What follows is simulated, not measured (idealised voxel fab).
process module | voxel plated lines
cross-section cut | 240 nm wide | cells 5 nm
A cross-section is a grid of square cells, given in bands from the top down. A band is one or more rows of cells.
Each band's line starts with the height of the band's top and of its bottom, in nm. Then come its materials from left to right, each with its width in nm. One material with "throughout" fills the band from edge to edge. "air" is empty space.
Height 0 is the level under which the wafer as received is all one material. The lowest band goes on downwards, as in "0 down".
A width such as "30 to 40" changes by the same amount from each row of cells to the next, from the band's top row to its bottom row.
"no change" after a step means that no cell of the cross-section changed.
closed voids: empty space of 8 cells or more with no open way to the top, each as width x height at its distance from the left edge, in nm
after a step's settings: what the simulator itself notes on the step
overlay nm, on a step with a mask: how far to the right of its planned place the mask lay; to the left if negative
plan
1 op RECEIVE | material Si
2 op CONFORMAL_DEP | material SiO2 | thk nm 5
3 op DIRECTIONAL_DEP | material TiN | thk nm 5
4 op PATTERN | tone open | mask id LINES | material resist | width nm 20 | pitch nm 50 | thk nm 15 | overlay nm 0
5 op EPI | material Ru | thk nm 5
6 op STRIP | etch materials resist
7 op DIRECTIONAL_ETCH | etch materials TiN | depth nm 5
8 op CONFORMAL_DEP | material SiN | thk nm 5
as received, after step 1
  0 down: Si throughout
  closed voids: none
first wafer at the end, as planned
  20 to 15: air 30 | SiN 30 | air 20 | SiN 30 | air 20 | SiN 30 | air 20 | SiN 30 | air 30
  15 to 10: air 30 | SiN 5 | Ru 20 | SiN 5 | air 20 | SiN 5 | Ru 20 | SiN 5 | air 20 | SiN 5 | Ru 20 | SiN 5 | air 20 | SiN 5 | Ru 20 | SiN 5 | air 30
  10 to 5: SiN 35 | TiN 20 | SiN 30 | TiN 20 | SiN 30 | TiN 20 | SiN 30 | TiN 20 | SiN 35
  5 to 0: SiO2 throughout
  0 down: Si throughout
  closed voids: none
second wafer at the end: like start, like plan, one mistake
  30 to 25: air 30 | SiN 30 | air 20 | SiN 30 | air 20 | SiN 30 | air 20 | SiN 30 | air 30
  25 to 20: air 30 | SiN 5 | Ru 20 | SiN 5 | air 20 | SiN 5 | Ru 20 | SiN 5 | air 20 | SiN 5 | Ru 20 | SiN 5 | air 20 | SiN 5 | Ru 20 | SiN 5 | air 30
  20 to 15: SiN 35 | TiN 20 | SiN 30 | TiN 20 | SiN 30 | TiN 20 | SiN 30 | TiN 20 | SiN 35
  15 to 0: SiO2 throughout
  0 down: Si throughout
  closed voids: none
what went wrong: step 2 ran as: op CONFORMAL_DEP | material SiO2 | thk nm 15
at the end the second wafer has, in cells: 96 more of SiO2
